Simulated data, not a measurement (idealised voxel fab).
Process module, titled voxel ribs on slabs
In the cross-section labelled cut, the width is 150 nm and each square cell is 5 nm.
Format of a cross-section: grid, square cells. Given as bands. Order: top down. Band: one or more rows of cells.
Top height, bottom height, nm. Materials left to right, width each, nm. Single material + "everywhere" = fills band edge to edge. "blank" = empty.
The level at which height equals 0 is the one under which the wafer, as it arrives, is entirely one material. No lower edge exists for the bottom band, which continues downward and is notated as in "0 nm and below".
It should be noted that a width expressed as "30 to 40" varies in equal increments from row to row of cells within the band, taking the value of the first number at the top row and that of the second number at the bottom row.
Take "all unchanged" at face value: in the step it is given for, the cross-section changed in none of its cells.
"Cavities, closed": sealed empty spaces, 8 cells or more, no open way to top, listed width x height at distance, with distance from the left edge and width, height and distance in nm.
Text after the settings on a step's line: the simulator's own remark on that step.
What "overlay nm" on a step's line means: if the step has a mask, that mask lay this far to the right of its planned place, or, when the value is negative, to the left.
**Here's what the planned process steps look like**
1. RECEIVE: material Si
2. DIRECTIONAL_DEP: material SiO2, thk nm 30
3. DIRECTIONAL_DEP: material SiN, thk nm 15
4. MASKED_ETCH: tone cover, mask id RIB, width nm 30, etch materials SiN, depth nm 5, overlay nm 0
5. PATTERN: tone cover, mask id SLAB, material resist, width nm 60, thk nm 20, overlay nm 0
6. DIRECTIONAL_ETCH: etch materials SiN, depth nm 10
7. STRIP: etch materials resist
8. FILL_DEP: material SiO2, thk nm 20
9. CMP: height nm 55
10. DIRECTIONAL_DEP: material TiN, thk nm 10
11. MASKED_ETCH: tone cover, mask id HEATER, width nm 40, etch materials TiN, depth nm 10, overlay nm 0
12. CONFORMAL_DEP: material SiO2, thk nm 5
**Cross-section, incoming material, after step 1**
    0 nm and below | Si everywhere
    Cavities, closed: none
**First wafer of two, sectioned at end of module; run went per plan**
    70 nm to 65 nm | blank (50); SiO2 (50); blank (50)
    65 nm to 60 nm | blank (50); SiO2 (5); TiN (40); SiO2 (5); blank (50)
    60 nm to 55 nm | SiO2 (55); TiN (40); SiO2 (55)
    55 nm to 45 nm | SiO2 everywhere
    45 nm to 40 nm | SiO2 (60); SiN (30); SiO2 (60)
    40 nm to 30 nm | SiO2 (45); SiN (60); SiO2 (45)
    30 nm to 0 nm | SiO2 everywhere
    0 nm and below | Si everywhere
    Cavities, closed: none
**Cross-sectional image of the second wafer of the two following completion of the module. Starting state and process plan were the same as for the first wafer; one execution error occurred**
    70 nm to 65 nm | blank (50); SiO2 (50); blank (50)
    65 nm to 60 nm | blank (50); SiO2 (5); TiN (40); SiO2 (5); blank (50)
    60 nm to 55 nm | SiO2 (55); TiN (40); SiO2 (55)
    55 nm to 40 nm | SiO2 everywhere
    40 nm to 35 nm | SiN (45); SiO2 (60); SiN (45)
    35 nm to 30 nm | SiN (45); SiO2 (15); SiN (30); SiO2 (15); SiN (45)
    30 nm to 0 nm | SiO2 everywhere
    0 nm and below | Si everywhere
    Cavities, closed: none
The mistake made against the process plan was this: for step 5, the planned setting was not used; the step was instead run as PATTERN: tone open, mask id SLAB, material resist, width nm 60, thk nm 20, overlay nm 0
It is noted that, at the conclusion of processing, the second wafer exhibits a higher or lower cell count for certain materials relative to the first: SiN: 12 more, SiO2: 12 fewer
